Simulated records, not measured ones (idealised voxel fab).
Process module name: voxel gate over fins
Cross-sectional view cut (width: 190 nm; square cell size: 5 nm).
In what follows, cross-sections appear as grids of square cells, described through bands that run from the top down, where every band is one or more rows of cells. Quick guide to a band line: top height, bottom height (nm) up front; then every material left to right with its width in nm. Only one material and it's marked "all across"? Then it fills the band edge to edge. And "air" just means empty space. We count height from 0. Below that, the starting wafer is all one material. The lowest band never ends at the bottom but goes on down; see "0 down" for how that is written. Width "30->40": first value at the band's top row of cells, second value at its bottom row, equal change from row to row. Step note "no modification" = no cross-section cell changed. The list in "Enclosed void list" covers empty spaces of 8 cells or more that cannot reach the top through any open way, and it gives each as width x height at distance; the distance is from the left edge, and width, height and distance are in nm. Where a step's line continues beyond its settings, the continuation is a remark by the simulator itself on that step. overlay nm: mask right of planned place by this much (step with mask). Neg. = left.

Intended process steps
1,RECEIVE: material Si
2,CONFORMAL_DEP: material SiN, thk nm 5
3,DIRECTIONAL_DEP: material aC, thk nm 15
4,PATTERN: tone cover, mask id FINS, material resist, width nm 15, pitch nm 40, thk nm 30, overlay nm 0
5,DIRECTIONAL_ETCH: etch materials aC, depth nm 15
6,STRIP: etch materials resist
7,DIRECTIONAL_ETCH: etch materials SiN, depth nm 5
8,DIRECTIONAL_ETCH: etch materials Si, depth nm 35
9,STRIP: etch materials aC
10,FILL_DEP: material SiO2, thk nm 15
11,CMP: height nm 5
12,SELECTIVE_ETCH: etch materials SiO2, depth nm 15
13,STRIP: etch materials SiN
14,CONFORMAL_DEP: material HfO2, thk nm 5
15,CONFORMAL_DEP: material TiN, thk nm 5
16,FILL_DEP: material W, thk nm 15
17,CMP: height nm 20
18,CONFORMAL_DEP: material SiN, thk nm 10

Wafer at receipt (post step 1), cross-section
	0 down: Si all across
	Enclosed void list: none

Wafer at module end, in section. Began as above, planned as above, run with one mistake
	30 to 20: SiN all across
	20 to 15: W all across
	15 to 10: TiN all across
	10 to 5: 70 of HfO2, 5 of TiN, 35 of HfO2, 5 of TiN, 75 of HfO2
	5 to 0: 65 of W, 15 of HfO2, 25 of W, 15 of HfO2, 70 of W
	0 to -35: 65 of W, 15 of Si, 25 of W, 15 of Si, 70 of W
	-35 down: Si all across
	Enclosed void list: none
Plan not followed: step 10 ran with different settings than intended, the actual operation and settings being FILL_DEP: material W, thk nm 15
